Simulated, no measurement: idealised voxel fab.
Title: Process Module voxel transistor to metal
In the cross-section labelled cut, the width is 155 nm and each square cell is 5 nm.
If you're reading a cross-section in this doc, picture square cells in a grid; it comes to you as bands, top ones listed first down to the bottom, and a band can be one or more rows of cells. Band: top height; bottom height; in nm. Then, left to right: material with width in nm, for each material. "throughout": a single material spanning edge to edge. "empty": empty space. Zero point of the height axis is 0; under it, received wafer = one material. Lowest band: continues down indefinitely, "from 0 down". Think of "30->40" as a width that walks from the first number to the second as you go down the band, top row to bottom row, taking equal-sized steps from row to row. You'll sometimes find "remained unchanged" written for a step, and that's the way of saying that nowhere in the cross-section did a cell change during that step. Listed in "Voids, enclosed": every empty space of 8 or more cells without an open way to the top. Form: width x height at distance, the distance being from the left edge, all in nm. On each step's line, the part that comes after the settings is the simulator's own comment on the step. "overlay nm" denotes, for a step that has a mask, the displacement of the mask to the right of its planned place, with negative values corresponding to the left.
[Intended process steps]
step 1: op RECEIVE | material Si
step 2: op OXIDIZE | depth nm 5
step 3: op CONFORMAL_DEP | material SiN | thk nm 15
step 4: op MASKED_ETCH | tone cover | mask id ACTIVE | width nm 115 | etch materials SiN | depth nm 15 | overlay nm 0
step 5: op MASKED_ETCH | tone cover | mask id ACTIVE | width nm 115 | etch materials SiO2 | depth nm 5 | overlay nm 0
step 6: op MASKED_ETCH | tone cover | mask id ACTIVE | width nm 115 | etch materials Si | depth nm 25 | overlay nm 0
step 7: op FILL_DEP | material SiO2 | thk nm 15
step 8: op CMP | height nm 15
step 9: op SELECTIVE_ETCH | etch materials SiO2 | depth nm 10
step 10: op STRIP | etch materials SiN
step 11: op SELECTIVE_ETCH | etch materials SiO2 | depth nm 5
step 12: op OXIDIZE | depth nm 5
step 13: op DIRECTIONAL_DEP | material polySi | thk nm 30
step 14: op DIRECTIONAL_DEP | material SiCN | thk nm 10
step 15: op MASKED_ETCH | tone cover | mask id GATE | width nm 25 | etch materials SiCN | depth nm 20 | overlay nm 0
step 16: op MASKED_ETCH | tone cover | mask id GATE | width nm 25 | etch materials polySi | depth nm 40 | overlay nm 0
step 17: op CONFORMAL_DEP | material SiN | thk nm 5
step 18: op DIRECTIONAL_ETCH | etch materials SiN | depth nm 5
step 19: op DIRECTIONAL_ETCH | etch materials SiO2 | depth nm 5
step 20: op DIRECTIONAL_ETCH | etch materials Si | depth nm 5
step 21: op EPI | material pSi | thk nm 5
step 22: op FILL_DEP | material SiO2 | thk nm 5
step 23: op CMP | height nm 35
step 24: op DIRECTIONAL_DEP | material SiO2 | thk nm 10
step 25: op DIRECTIONAL_DEP | material aC | thk nm 10
step 26: op PATTERN | tone open | mask id CONTACT | material resist | width nm 20 | pitch nm 85 | thk nm 25 | overlay nm -10
step 27: op DIRECTIONAL_ETCH | etch materials aC | depth nm 10
step 28: op STRIP | etch materials resist
step 29: op DIRECTIONAL_ETCH | etch materials SiO2 | depth nm 55
step 30: op STRIP | etch materials aC
step 31: op CONFORMAL_DEP | material TiN | thk nm 5
step 32: op FILL_DEP | material W | thk nm 5
step 33: op CMP | height nm 45
step 34: op DIRECTIONAL_DEP | material TiN | thk nm 5
step 35: op DIRECTIONAL_DEP | material Ru | thk nm 25
step 36: op PATTERN | tone cover | mask id METAL_1 | material resist | width nm 20 | pitch nm 85 | thk nm 15 | overlay nm 0
step 37: op DIRECTIONAL_ETCH | etch materials Ru | depth nm 25
step 38: op DIRECTIONAL_ETCH | etch materials TiN | depth nm 5
step 39: op STRIP | etch materials resist
step 40: op FILL_DEP | material lowk | thk nm 10
step 41: op CMP | height nm 75
step 42: op CONFORMAL_DEP | material SiCN | thk nm 5
step 43: op DIRECTIONAL_DEP | material SiO2 | thk nm 25
step 44: op MASKED_ETCH | tone open | mask id METAL_2 | width nm 20 | pitch nm 85 | etch materials SiO2 | depth nm 15 | overlay nm 0
step 45: op PATTERN | tone open | mask id METAL_2_HOLES | material resist | width nm 15 | pitch nm 85 | thk nm 15 | overlay nm 0
step 46: op DIRECTIONAL_ETCH | etch materials SiO2 | depth nm 10
step 47: op DIRECTIONAL_ETCH | etch materials SiCN | depth nm 5
step 48: op STRIP | etch materials resist
step 49: op CONFORMAL_DEP | material TiN | thk nm 5
step 50: op FILL_DEP | material Cu | thk nm 5
step 51: op CMP | height nm 105
step 52: op CONFORMAL_DEP | material SiCN | thk nm 5
varied across the wafers: overlay nm of step 26. The plan shows the first wafer's value. All wafers start alike
[This is how the first of several wafers looked in cross-section when it arrived, which is after step 1]
* from 0 down  Si throughout
* Voids, enclosed: none
[Module finished, last step 52 done: cross-section of the first of several wafers]
* from 110 to 105  SiCN throughout
* from 105 to 95  SiO2 (25), TiN (5), Cu (10), TiN (5), SiO2 (65), TiN (5), Cu (10), TiN (5), SiO2 (25)
* from 95 to 90  SiO2 (25), TiN (5), Cu (5), TiN (10), SiO2 (65), TiN (5), Cu (5), TiN (10), SiO2 (25)
* from 90 to 80  SiO2 (25), TiN (5), Cu (5), TiN (5), SiO2 (70), TiN (5), Cu (5), TiN (5), SiO2 (30)
* from 80 to 75  SiCN (25), TiN (15), SiCN (70), TiN (15), SiCN (30)
* from 75 to 50  lowk (25), Ru (20), lowk (65), Ru (20), lowk (25)
* from 50 to 45  lowk (25), TiN (20), lowk (65), TiN (20), lowk (25)
* from 45 to 35  SiO2 (15), TiN (5), W (10), TiN (5), SiO2 (65), TiN (5), W (10), TiN (5), SiO2 (35)
* from 35 to 25  SiO2 (15), TiN (5), W (10), TiN (5), SiO2 (25), SiN (5), SiCN (25), SiN (5), SiO2 (5), TiN (5), W (10), TiN (5), SiO2 (35)
* from 25 to 5  SiO2 (15), TiN (5), W (10), TiN (5), SiO2 (25), SiN (5), polySi (25), SiN (5), SiO2 (5), TiN (5), W (10), TiN (5), SiO2 (35)
* from 5 to 0  SiO2 (15), TiN (10), W (5), TiN (5), SiO2 (25), SiN (5), polySi (25), SiN (5), SiO2 (5), TiN (5), W (10), TiN (5), SiO2 (35)
* from 0 to -5  SiO2 (15), SiN (5), TiN (5), W (5), TiN (5), SiO2 (25), SiN (5), polySi (25), SiN (5), SiO2 (5), TiN (5), W (10), TiN (5), SiO2 (15), SiN (5), SiO2 (15)
* from -5 to -10  SiO2 (20), TiN (15), SiO2 (20), pSi (5), SiO2 (35), pSi (5), TiN (20), SiO2 (35)
* from -10 to -15  SiO2 (20), pSi (40), Si (35), pSi (40), SiO2 (20)
* from -15 to -30  SiO2 (20), Si (115), SiO2 (20)
* from -30 down  Si throughout
* Voids, enclosed: none
[Cross-section at module completion, last wafer]
* from 110 to 105  SiCN throughout
* from 105 to 95  SiO2 (25), TiN (5), Cu (10), TiN (5), SiO2 (65), TiN (5), Cu (10), TiN (5), SiO2 (25)
* from 95 to 90  SiO2 (25), TiN (5), Cu (5), TiN (10), SiO2 (65), TiN (5), Cu (5), TiN (10), SiO2 (25)
* from 90 to 80  SiO2 (25), TiN (5), Cu (5), TiN (5), SiO2 (70), TiN (5), Cu (5), TiN (5), SiO2 (30)
* from 80 to 75  SiCN (25), TiN (15), SiCN (70), TiN (15), SiCN (30)
* from 75 to 50  lowk (25), Ru (20), lowk (65), Ru (20), lowk (25)
* from 50 to 45  lowk (25), TiN (20), lowk (65), TiN (20), lowk (25)
* from 45 to 35  SiO2 (35), TiN (5), W (10), TiN (5), SiO2 (65), TiN (5), W (10), TiN (5), SiO2 (15)
* from 35 to 25  SiO2 (35), TiN (5), W (10), TiN (5), SiO2 (5), SiN (5), SiCN (25), SiN (5), SiO2 (25), TiN (5), W (10), TiN (5), SiO2 (15)
* from 25 to 5  SiO2 (35), TiN (5), W (10), TiN (5), SiO2 (5), SiN (5), polySi (25), SiN (5), SiO2 (25), TiN (5), W (10), TiN (5), SiO2 (15)
* from 5 to 0  SiO2 (35), TiN (5), W (10), TiN (5), SiO2 (5), SiN (5), polySi (25), SiN (5), SiO2 (25), TiN (5), W (5), TiN (10), SiO2 (15)
* from 0 to -5  SiO2 (15), SiN (5), SiO2 (15), TiN (5), W (10), TiN (5), SiO2 (5), SiN (5), polySi (25), SiN (5), SiO2 (25), TiN (5), W (5), TiN (5), SiN (5), SiO2 (15)
* from -5 to -10  SiO2 (35), TiN (20), pSi (5), SiO2 (35), pSi (5), SiO2 (20), TiN (15), SiO2 (20)
* from -10 to -15  SiO2 (20), pSi (40), Si (35), pSi (40), SiO2 (20)
* from -15 to -30  SiO2 (20), Si (115), SiO2 (20)
* from -30 down  Si throughout
* Voids, enclosed: none
[Rows = wafers. At module end, each row lists per material the cells gained (+) or lost (-) since the wafer was received, then the closed voids]
overlay nm -10; +14 Cu; +40 Ru; -110 Si; +66 SiCN; +18 SiN; +346 SiO2; +84 TiN; +38 W; +138 lowk; +18 pSi; +30 polySi; Voids, enclosed: none
overlay nm -5; +14 Cu; +40 Ru; -110 Si; +66 SiCN; +18 SiN; +344 SiO2; +84 TiN; +40 W; +138 lowk; +18 pSi; +30 polySi; Voids, enclosed: none
overlay nm 0; +14 Cu; +40 Ru; -110 Si; +66 SiCN; +18 SiN; +344 SiO2; +84 TiN; +40 W; +138 lowk; +18 pSi; +30 polySi; Voids, enclosed: none
overlay nm 5; +14 Cu; +40 Ru; -110 Si; +66 SiCN; +18 SiN; +344 SiO2; +84 TiN; +40 W; +138 lowk; +18 pSi; +30 polySi; Voids, enclosed: none
overlay nm 10; +14 Cu; +40 Ru; -110 Si; +66 SiCN; +18 SiN; +346 SiO2; +84 TiN; +38 W; +138 lowk; +18 pSi; +30 polySi; Voids, enclosed: none
